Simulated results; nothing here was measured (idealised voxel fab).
process module | voxel air gaps
cross-section cut | 290 nm wide | cells 5 nm
A cross-section is a grid of square cells, given in bands from the top down. A band is one or more rows of cells.
Each band's line starts with the height of the band's top and of its bottom, in nm. Then come its materials from left to right, each with its width in nm. One material with "throughout" fills the band from edge to edge. "air" is empty space.
Height 0 is the level under which the wafer as received is all one material. The lowest band goes on downwards, as in "0 down".
A width such as "30 to 40" changes by the same amount from each row of cells to the next, from the band's top row to its bottom row.
"no change" after a step means that no cell of the cross-section changed.
closed voids: empty space of 8 cells or more with no open way to the top, each as width x height at its distance from the left edge, in nm
after a step's settings: what the simulator itself notes on the step
overlay nm, on a step with a mask: how far to the right of its planned place the mask lay; to the left if negative
plan
1 op RECEIVE | material Si
2 op CONFORMAL_DEP | material SiO2 | thk nm 10
3 op CONFORMAL_DEP | material SiCN | thk nm 5
4 op DIRECTIONAL_DEP | material lowk | thk nm 40
5 op PATTERN | tone open | mask id LINES | material resist | width nm 15 | pitch nm 40 | thk nm 15 | overlay nm 0
6 op DIRECTIONAL_ETCH | etch materials lowk | depth nm 40
7 op STRIP | etch materials resist
8 op CONFORMAL_DEP | material TiN | thk nm 5
9 op FILL_DEP | material Ru | thk nm 10
10 op CMP | height nm 55
11 op EPI | material Ru | thk nm 10
12 op SELECTIVE_ETCH | etch materials lowk | depth nm 50
13 op CONFORMAL_DEP | material SiCN | thk nm 5
first wafer, as planned
as received, after step 1
  0 down: Si throughout
  closed voids: none
after step 2
  10 to 0: SiO2 throughout
  below 0: unchanged
after step 3
  15 to 10: SiCN throughout
  below 10: unchanged
after step 4
  55 to 15: lowk throughout
  below 15: unchanged
after step 5
  70 to 55: resist 95 | air 15 | resist 25 | air 15 | resist 25 | air 15 | resist 100
  below 55: unchanged
after step 6
  70 to 55: resist 95 | air 15 | resist 25 | air 15 | resist 25 | air 15 | resist 100
  55 to 15: lowk 95 | air 15 | lowk 25 | air 15 | lowk 25 | air 15 | lowk 100
  below 15: unchanged
after step 7
  55 to 15: lowk 95 | air 15 | lowk 25 | air 15 | lowk 25 | air 15 | lowk 100
  below 15: unchanged
after step 8
  60 to 55: TiN 100 | air 5 | TiN 35 | air 5 | TiN 35 | air 5 | TiN 105
  55 to 20: lowk 95 | TiN 5 | air 5 | TiN 5 | lowk 25 | TiN 5 | air 5 | TiN 5 | lowk 25 | TiN 5 | air 5 | TiN 5 | lowk 100
  20 to 15: lowk 95 | TiN 15 | lowk 25 | TiN 15 | lowk 25 | TiN 15 | lowk 100
  below 15: unchanged
after step 9
  70 to 60: Ru throughout
  60 to 55: TiN 100 | Ru 5 | TiN 35 | Ru 5 | TiN 35 | Ru 5 | TiN 105
  55 to 20: lowk 95 | TiN 5 | Ru 5 | TiN 5 | lowk 25 | TiN 5 | Ru 5 | TiN 5 | lowk 25 | TiN 5 | Ru 5 | TiN 5 | lowk 100
  below 20: unchanged
after step 10
  55 to 20: lowk 95 | TiN 5 | Ru 5 | TiN 5 | lowk 25 | TiN 5 | Ru 5 | TiN 5 | lowk 25 | TiN 5 | Ru 5 | TiN 5 | lowk 100
  below 20: unchanged
after step 11
  65 to 55: air 85 | Ru 35 | air 5 | Ru 35 | air 5 | Ru 35 | air 90
  below 55: unchanged
after step 12
  65 to 55: air 85 | Ru 35 | air 5 | Ru 35 | air 5 | Ru 35 | air 90
  55 to 20: air 95 | TiN 5 | Ru 5 | TiN 5 | air 25 | TiN 5 | Ru 5 | TiN 5 | air 25 | TiN 5 | Ru 5 | TiN 5 | air 100
  20 to 15: air 95 | TiN 15 | air 25 | TiN 15 | air 25 | TiN 15 | air 100
  below 15: unchanged
after step 13
  70 to 65: air 80 | SiCN 125 | air 85
  65 to 55: air 80 | SiCN 5 | Ru 35 | SiCN 5 | Ru 35 | SiCN 5 | Ru 35 | SiCN 5 | air 85
  55 to 50: air 80 | SiCN 15 | TiN 5 | Ru 5 | TiN 5 | SiCN 25 | TiN 5 | Ru 5 | TiN 5 | SiCN 25 | TiN 5 | Ru 5 | TiN 5 | SiCN 15 | air 85
  50 to 20: air 90 | SiCN 5 | TiN 5 | Ru 5 | TiN 5 | SiCN 5 | air 15 | SiCN 5 | TiN 5 | Ru 5 | TiN 5 | SiCN 5 | air 15 | SiCN 5 | TiN 5 | Ru 5 | TiN 5 | SiCN 5 | air 95
  20 to 15: SiCN 95 | TiN 15 | SiCN 25 | TiN 15 | SiCN 25 | TiN 15 | SiCN 100
  below 15: unchanged
  closed voids: 15 x 30 at 115; 15 x 30 at 155
second wafer: like start, like plan, one mistake. Through step 4 it matches the first wafer
when step 5 should have ended
  70 to 55: resist 95 | air 20 | resist 20 | air 20 | resist 20 | air 20 | resist 95
  below 55: unchanged
when step 6 should have ended
  70 to 55: resist 95 | air 20 | resist 20 | air 20 | resist 20 | air 20 | resist 95
  55 to 15: lowk 95 | air 20 | lowk 20 | air 20 | lowk 20 | air 20 | lowk 95
  below 15: unchanged
when step 7 should have ended
  55 to 15: lowk 95 | air 20 | lowk 20 | air 20 | lowk 20 | air 20 | lowk 95
  below 15: unchanged
when step 8 should have ended
  60 to 55: TiN 100 | air 10 | TiN 30 | air 10 | TiN 30 | air 10 | TiN 100
  55 to 20: lowk 95 | TiN 5 | air 10 | TiN 5 | lowk 20 | TiN 5 | air 10 | TiN 5 | lowk 20 | TiN 5 | air 10 | TiN 5 | lowk 95
  20 to 15: lowk 95 | TiN 20 | lowk 20 | TiN 20 | lowk 20 | TiN 20 | lowk 95
  below 15: unchanged
when step 9 should have ended
  70 to 60: Ru throughout
  60 to 55: TiN 100 | Ru 10 | TiN 30 | Ru 10 | TiN 30 | Ru 10 | TiN 100
  55 to 20: lowk 95 | TiN 5 | Ru 10 | TiN 5 | lowk 20 | TiN 5 | Ru 10 | TiN 5 | lowk 20 | TiN 5 | Ru 10 | TiN 5 | lowk 95
  below 20: unchanged
when step 10 should have ended
  55 to 20: lowk 95 | TiN 5 | Ru 10 | TiN 5 | lowk 20 | TiN 5 | Ru 10 | TiN 5 | lowk 20 | TiN 5 | Ru 10 | TiN 5 | lowk 95
  below 20: unchanged
when step 11 should have ended
  65 to 55: air 85 | Ru 120 | air 85
  below 55: unchanged
when step 12 should have ended
  65 to 55: air 85 | Ru 120 | air 85
  55 to 20: air 95 | TiN 5 | Ru 10 | TiN 5 | lowk 20 | TiN 5 | Ru 10 | TiN 5 | lowk 20 | TiN 5 | Ru 10 | TiN 5 | air 95
  20 to 15: air 95 | TiN 20 | lowk 20 | TiN 20 | lowk 20 | TiN 20 | air 95
  below 15: unchanged
when step 13 should have ended
  70 to 65: air 80 | SiCN 130 | air 80
  65 to 55: air 80 | SiCN 5 | Ru 120 | SiCN 5 | air 80
  55 to 50: air 80 | SiCN 15 | TiN 5 | Ru 10 | TiN 5 | lowk 20 | TiN 5 | Ru 10 | TiN 5 | lowk 20 | TiN 5 | Ru 10 | TiN 5 | SiCN 15 | air 80
  50 to 20: air 90 | SiCN 5 | TiN 5 | Ru 10 | TiN 5 | lowk 20 | TiN 5 | Ru 10 | TiN 5 | lowk 20 | TiN 5 | Ru 10 | TiN 5 | SiCN 5 | air 90
  20 to 15: SiCN 95 | TiN 20 | lowk 20 | TiN 20 | lowk 20 | TiN 20 | SiCN 95
  below 15: unchanged
what went wrong: step 5 ran as: op PATTERN | tone open | mask id LINES | material resist | width nm 20 | pitch nm 40 | thk nm 15 | overlay nm 0
at the end the second wafer has, in cells: 27 more of Ru | 48 fewer of SiCN | 3 more of TiN | 64 more of lowk
closed voids at the end (first wafer, second wafer): 2, 0
